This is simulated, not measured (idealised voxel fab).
process module | voxel capacitor over wiring
cross-section cut | 275 nm wide | cells 5 nm
A cross-section is a grid of square cells, given in bands from the top down. A band is one or more rows of cells.
Each band's line starts with the height of the band's top and of its bottom, in nm. Then come its materials from left to right, each with its width in nm. One material with "throughout" fills the band from edge to edge. "air" is empty space.
Height 0 is the level under which the wafer as received is all one material. The lowest band goes on downwards, as in "0 down".
A width such as "30 to 40" changes by the same amount from each row of cells to the next, from the band's top row to its bottom row.
"no change" after a step means that no cell of the cross-section changed.
closed voids: empty space of 8 cells or more with no open way to the top, each as width x height at its distance from the left edge, in nm
after a step's settings: what the simulator itself notes on the step
overlay nm, on a step with a mask: how far to the right of its planned place the mask lay; to the left if negative
plan
1 op RECEIVE | material Si
2 op CONFORMAL_DEP | material SiO2 | thk nm 10
3 op DIRECTIONAL_DEP | material TiN | thk nm 5
4 op DIRECTIONAL_DEP | material W | thk nm 20
5 op PATTERN | tone cover | mask id METAL_1 | material resist | width nm 30 | pitch nm 80 | thk nm 20 | overlay nm 0
6 op DIRECTIONAL_ETCH | etch materials W | depth nm 20
7 op DIRECTIONAL_ETCH | etch materials TiN | depth nm 5
8 op STRIP | etch materials resist
9 op FILL_DEP | material lowk | thk nm 10
10 op CMP | height nm 35
11 op CONFORMAL_DEP | material SiCN | thk nm 5
12 op DIRECTIONAL_DEP | material SiO2 | thk nm 15
13 op MASKED_ETCH | tone open | mask id PLUG_1 | width nm 15 | etch materials SiO2 | depth nm 15 | overlay nm 0
14 op MASKED_ETCH | tone open | mask id PLUG_1 | width nm 15 | etch materials SiCN | depth nm 5 | overlay nm 0
15 op EPI | material Ru | thk nm 10
16 op EPI | material Ru | thk nm 10
17 op DIRECTIONAL_DEP | material TiN | thk nm 5
18 op DIRECTIONAL_DEP | material HfO2 | thk nm 5
19 op DIRECTIONAL_DEP | material TiN | thk nm 5
20 op DIRECTIONAL_DEP | material aC | thk nm 10
21 op PATTERN | tone cover | mask id UPPER_PLATE | material resist | width nm 55 | thk nm 25 | overlay nm 0
22 op DIRECTIONAL_ETCH | etch materials aC | depth nm 10
23 op STRIP | etch materials resist
24 op DIRECTIONAL_ETCH | etch materials TiN | depth nm 5
25 op DIRECTIONAL_ETCH | etch materials HfO2 | depth nm 5
26 op STRIP | etch materials aC
27 op MASKED_ETCH | tone cover | mask id LOWER_PLATE | width nm 65 | etch materials TiN | depth nm 5 | overlay nm 0
28 op FILL_DEP | material SiO2 | thk nm 15
29 op CMP | height nm 80
30 op MASKED_ETCH | tone open | mask id PLUG_2 | width nm 15 | etch materials SiO2 | depth nm 10 | overlay nm 0
31 op CONFORMAL_DEP | material TiN | thk nm 5
32 op FILL_DEP | material Ru | thk nm 10
33 op CMP | height nm 80
34 op CONFORMAL_DEP | material SiN | thk nm 5
first wafer, as planned
as received, after step 1
  0 down: Si throughout
  closed voids: none
after step 2
  10 to 0: SiO2 throughout
  below 0: unchanged
after step 3
  15 to 10: TiN throughout
  below 10: unchanged
after step 4
  35 to 15: W throughout
  below 15: unchanged
after step 5
  55 to 35: air 80 | resist 30 | air 50 | resist 30 | air 85
  below 35: unchanged
after step 6
  55 to 35: air 80 | resist 30 | air 50 | resist 30 | air 85
  35 to 15: air 80 | W 30 | air 50 | W 30 | air 85
  below 15: unchanged
after step 7
  55 to 35: air 80 | resist 30 | air 50 | resist 30 | air 85
  35 to 15: air 80 | W 30 | air 50 | W 30 | air 85
  15 to 10: air 80 | TiN 30 | air 50 | TiN 30 | air 85
  below 10: unchanged
after step 8
  35 to 15: air 80 | W 30 | air 50 | W 30 | air 85
  below 15: unchanged
after step 9
  45 to 35: lowk throughout
  35 to 15: lowk 80 | W 30 | lowk 50 | W 30 | lowk 85
  15 to 10: lowk 80 | TiN 30 | lowk 50 | TiN 30 | lowk 85
  below 10: unchanged
after step 10
  35 to 15: lowk 80 | W 30 | lowk 50 | W 30 | lowk 85
  below 15: unchanged
after step 11
  40 to 35: SiCN throughout
  below 35: unchanged
after step 12
  55 to 40: SiO2 throughout
  below 40: unchanged
after step 13
  55 to 40: SiO2 95 | air 15 | SiO2 165
  below 40: unchanged
after step 14
  55 to 40: SiO2 95 | air 15 | SiO2 165
  40 to 35: SiCN 95 | air 15 | SiCN 165
  below 35: unchanged
after step 15
  55 to 45: SiO2 95 | air 15 | SiO2 165
  45 to 40: SiO2 95 | Ru 15 | SiO2 165
  40 to 35: SiCN 95 | Ru 15 | SiCN 165
  below 35: unchanged
after step 16
  55 to 40: SiO2 95 | Ru 15 | SiO2 165
  below 40: unchanged
after step 17
  60 to 55: TiN throughout
  below 55: unchanged
after step 18
  65 to 60: HfO2 throughout
  below 60: unchanged
after step 19
  70 to 65: TiN throughout
  below 65: unchanged
after step 20
  80 to 70: aC throughout
  below 70: unchanged
after step 21
  105 to 80: air 95 | resist 55 | air 125
  below 80: unchanged
after step 22
  95 to 80: air 95 | resist 55 | air 125
  80 to 70: air 95 | aC 55 | air 125
  below 70: unchanged
after step 23
  80 to 70: air 95 | aC 55 | air 125
  below 70: unchanged
after step 24
  80 to 70: air 95 | aC 55 | air 125
  70 to 65: air 95 | TiN 55 | air 125
  below 65: unchanged
after step 25
  80 to 70: air 95 | aC 55 | air 125
  70 to 65: air 95 | TiN 55 | air 125
  65 to 60: air 95 | HfO2 55 | air 125
  below 60: unchanged
after step 26
  70 to 65: air 95 | TiN 55 | air 125
  below 65: unchanged
after step 27
  70 to 65: air 95 | TiN 55 | air 125
  65 to 60: air 95 | HfO2 55 | air 125
  60 to 55: air 90 | TiN 65 | air 120
  below 55: unchanged
after step 28
  85 to 70: SiO2 throughout
  70 to 65: SiO2 95 | TiN 55 | SiO2 125
  65 to 60: SiO2 95 | HfO2 55 | SiO2 125
  60 to 55: SiO2 90 | TiN 65 | SiO2 120
  below 55: unchanged
after step 29
  80 to 70: SiO2 throughout
  below 70: unchanged
after step 30
  80 to 70: SiO2 105 | air 15 | SiO2 155
  below 70: unchanged
after step 31
  85 to 80: TiN 110 | air 5 | TiN 160
  80 to 75: SiO2 105 | TiN 5 | air 5 | TiN 5 | SiO2 155
  75 to 65: SiO2 105 to 95 | TiN 15 to 55 | SiO2 155 to 125
  below 65: unchanged
after step 32
  95 to 85: Ru throughout
  85 to 80: TiN 110 | Ru 5 | TiN 160
  80 to 75: SiO2 105 | TiN 5 | Ru 5 | TiN 5 | SiO2 155
  below 75: unchanged
after step 33
  80 to 75: SiO2 105 | TiN 5 | Ru 5 | TiN 5 | SiO2 155
  below 75: unchanged
after step 34
  85 to 80: SiN throughout
  below 80: unchanged
second wafer: like start, like plan, one mistake. Through step 13 it matches the first wafer
when step 14 should have ended
  55 to 40: SiO2 95 | air 15 | SiO2 165
  40 to 35: SiCN 100 | air 10 | SiCN 165
  below 35: unchanged
when step 15 should have ended
  55 to 45: SiO2 95 | air 15 | SiO2 165
  45 to 40: SiO2 95 | Ru 15 | SiO2 165
  40 to 35: SiCN 100 | Ru 10 | SiCN 165
  below 35: unchanged
when step 16 should have ended
  55 to 40: SiO2 95 | Ru 15 | SiO2 165
  below 40: unchanged
when step 17 should have ended
  60 to 55: TiN throughout
  below 55: unchanged
when step 18 should have ended
  65 to 60: HfO2 throughout
  below 60: unchanged
when step 19 should have ended
  70 to 65: TiN throughout
  below 65: unchanged
when step 20 should have ended
  80 to 70: aC throughout
  below 70: unchanged
when step 21 should have ended
  105 to 80: air 95 | resist 55 | air 125
  below 80: unchanged
when step 22 should have ended
  95 to 80: air 95 | resist 55 | air 125
  80 to 70: air 95 | aC 55 | air 125
  below 70: unchanged
when step 23 should have ended
  80 to 70: air 95 | aC 55 | air 125
  below 70: unchanged
when step 24 should have ended
  80 to 70: air 95 | aC 55 | air 125
  70 to 65: air 95 | TiN 55 | air 125
  below 65: unchanged
when step 25 should have ended
  80 to 70: air 95 | aC 55 | air 125
  70 to 65: air 95 | TiN 55 | air 125
  65 to 60: air 95 | HfO2 55 | air 125
  below 60: unchanged
when step 26 should have ended
  70 to 65: air 95 | TiN 55 | air 125
  below 65: unchanged
when step 27 should have ended
  70 to 65: air 95 | TiN 55 | air 125
  65 to 60: air 95 | HfO2 55 | air 125
  60 to 55: air 90 | TiN 65 | air 120
  below 55: unchanged
when step 28 should have ended
  85 to 70: SiO2 throughout
  70 to 65: SiO2 95 | TiN 55 | SiO2 125
  65 to 60: SiO2 95 | HfO2 55 | SiO2 125
  60 to 55: SiO2 90 | TiN 65 | SiO2 120
  below 55: unchanged
when step 29 should have ended
  80 to 70: SiO2 throughout
  below 70: unchanged
when step 30 should have ended
  80 to 70: SiO2 105 | air 15 | SiO2 155
  below 70: unchanged
when step 31 should have ended
  85 to 80: TiN 110 | air 5 | TiN 160
  80 to 75: SiO2 105 | TiN 5 | air 5 | TiN 5 | SiO2 155
  75 to 65: SiO2 105 to 95 | TiN 15 to 55 | SiO2 155 to 125
  below 65: unchanged
when step 32 should have ended
  95 to 85: Ru throughout
  85 to 80: TiN 110 | Ru 5 | TiN 160
  80 to 75: SiO2 105 | TiN 5 | Ru 5 | TiN 5 | SiO2 155
  below 75: unchanged
when step 33 should have ended
  80 to 75: SiO2 105 | TiN 5 | Ru 5 | TiN 5 | SiO2 155
  below 75: unchanged
when step 34 should have ended
  85 to 80: SiN throughout
  below 80: unchanged
what went wrong: step 14 ran as: op MASKED_ETCH | tone open | mask id PLUG_1 | width nm 15 | etch materials SiCN | depth nm 5 | overlay nm 5
at the end the second wafer has, in cells: 1 fewer of Ru | 1 more of SiCN
